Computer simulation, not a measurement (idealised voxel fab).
Process module in this document: voxel capacitor over wiring
Cross-sectional view cut (width: 250 nm; square cell size: 5 nm).
Cross-section, as written here: a square-cell grid given band by band from the top down, where a band holds one or more rows of cells. Heights first: top, then bottom, in nm. Then materials, left to right, each with a width in nm. "all across" on a single material: fills the band edge to edge. "empty": empty space. Beneath 0, the wafer as received is one material, and that level is where height counting begins. The lowest band goes on downward without a bottom; it is written like "top 0, no bottom". A width such as "30->40" changes by the same amount from each row of cells to the next, from the band's top row to its bottom row. The cross-section has no changed cell in any step marked "same as before". Empty spaces without an open route to the top, at least 8 cells in extent, make up the entry "Unvented internal voids"; each is given as width x height at distance, where the distance is measured from the left edge, and all are in nm. Step line, after settings: the simulator's comment on this step. Steps that use a mask can have "overlay nm" on their line. It says how far the mask sat to the right of where it was meant to be. Negative means to the left.

# Planned process steps
- 1: RECEIVE, material Si
- 2: CONFORMAL_DEP, material SiO2, thk nm 15
- 3: DIRECTIONAL_DEP, material TiN, thk nm 5
- 4: DIRECTIONAL_DEP, material W, thk nm 15
- 5: MASKED_ETCH, tone cover, mask id METAL_1, width nm 25, pitch nm 75, etch materials W, depth nm 15, overlay nm 0
- 6: MASKED_ETCH, tone cover, mask id METAL_1, width nm 25, pitch nm 75, etch materials TiN, depth nm 5, overlay nm 0
- 7: FILL_DEP, material lowk, thk nm 10
- 8: CMP, height nm 35
- 9: CONFORMAL_DEP, material SiCN, thk nm 5
- 10: DIRECTIONAL_DEP, material SiO2, thk nm 15
- 11: DIRECTIONAL_DEP, material aC, thk nm 15
- 12: PATTERN, tone open, mask id PLUG_1, material resist, width nm 15, thk nm 30, overlay nm 0
- 13: DIRECTIONAL_ETCH, etch materials aC, depth nm 15
- 14: STRIP, etch materials resist
- 15: DIRECTIONAL_ETCH, etch materials SiO2, depth nm 15
- 16: DIRECTIONAL_ETCH, etch materials SiCN, depth nm 5
- 17: STRIP, etch materials aC
- 18: CONFORMAL_DEP, material TiN, thk nm 5
- 19: FILL_DEP, material Cu, thk nm 10
- 20: CMP, height nm 55
- 21: DIRECTIONAL_DEP, material TiN, thk nm 5
- 22: DIRECTIONAL_DEP, material Al2O3, thk nm 5
- 23: DIRECTIONAL_DEP, material TiN, thk nm 10
- 24: DIRECTIONAL_DEP, material aC, thk nm 10
- 25: PATTERN, tone cover, mask id UPPER_PLATE, material resist, width nm 55, thk nm 30, overlay nm 0
- 26: DIRECTIONAL_ETCH, etch materials aC, depth nm 10
- 27: STRIP, etch materials resist
- 28: DIRECTIONAL_ETCH, etch materials TiN, depth nm 10
- 29: DIRECTIONAL_ETCH, etch materials Al2O3, depth nm 5
- 30: STRIP, etch materials aC
- 31: DIRECTIONAL_DEP, material aC, thk nm 15
- 32: PATTERN, tone cover, mask id LOWER_PLATE, material resist, width nm 65, thk nm 30, overlay nm 0
- 33: DIRECTIONAL_ETCH, etch materials aC, depth nm 15
- 34: STRIP, etch materials resist
- 35: DIRECTIONAL_ETCH, etch materials TiN, depth nm 5
- 36: STRIP, etch materials aC
- 37: FILL_DEP, material SiO2, thk nm 20
- 38: CMP, height nm 90
- 39: DIRECTIONAL_DEP, material aC, thk nm 10
- 40: PATTERN, tone open, mask id PLUG_2, material resist, width nm 15, thk nm 30, overlay nm 0
- 41: DIRECTIONAL_ETCH, etch materials aC, depth nm 10
- 42: STRIP, etch materials resist
- 43: DIRECTIONAL_ETCH, etch materials SiO2, depth nm 15
- 44: STRIP, etch materials aC
- 45: CONFORMAL_DEP, material TiN, thk nm 5
- 46: FILL_DEP, material W, thk nm 5
- 47: CMP, height nm 90
- 48: CONFORMAL_DEP, material SiCN, thk nm 5

# As-received wafer cross-section (after step 1)
- top 0, no bottom | Si all across
- Unvented internal voids: none

# End-of-module cross-section. Starting structure and process plan as above; one mistake made in running it
- top 95, bottom 90 | SiCN all across
- top 90, bottom 80 | SiO2 95  TiN 5  W 5  TiN 5  SiO2 140
- top 80, bottom 75 | SiO2 95  TiN 15  SiO2 140
- top 75, bottom 65 | SiO2 85  TiN 55  SiO2 110
- top 65, bottom 60 | SiO2 85  Al2O3 55  SiO2 110
- top 60, bottom 55 | SiO2 80  TiN 65  SiO2 105
- top 55, bottom 40 | SiO2 85  TiN 5  Cu 5  TiN 5  SiO2 150
- top 40, bottom 35 | SiCN 85  TiN 15  SiCN 150
- top 35, bottom 20 | lowk 80  W 15  lowk 60  W 15  lowk 80
- top 20, bottom 15 | lowk 75  TiN 25  lowk 50  TiN 25  lowk 75
- top 15, bottom 0 | SiO2 all across
- top 0, no bottom | Si all across
- Unvented internal voids: none
Diagnosis: in deviation from the planned setting, step 5 was conducted as MASKED_ETCH, tone cover, mask id METAL_1, width nm 15, pitch nm 75, etch materials W, depth nm 15, overlay nm 0
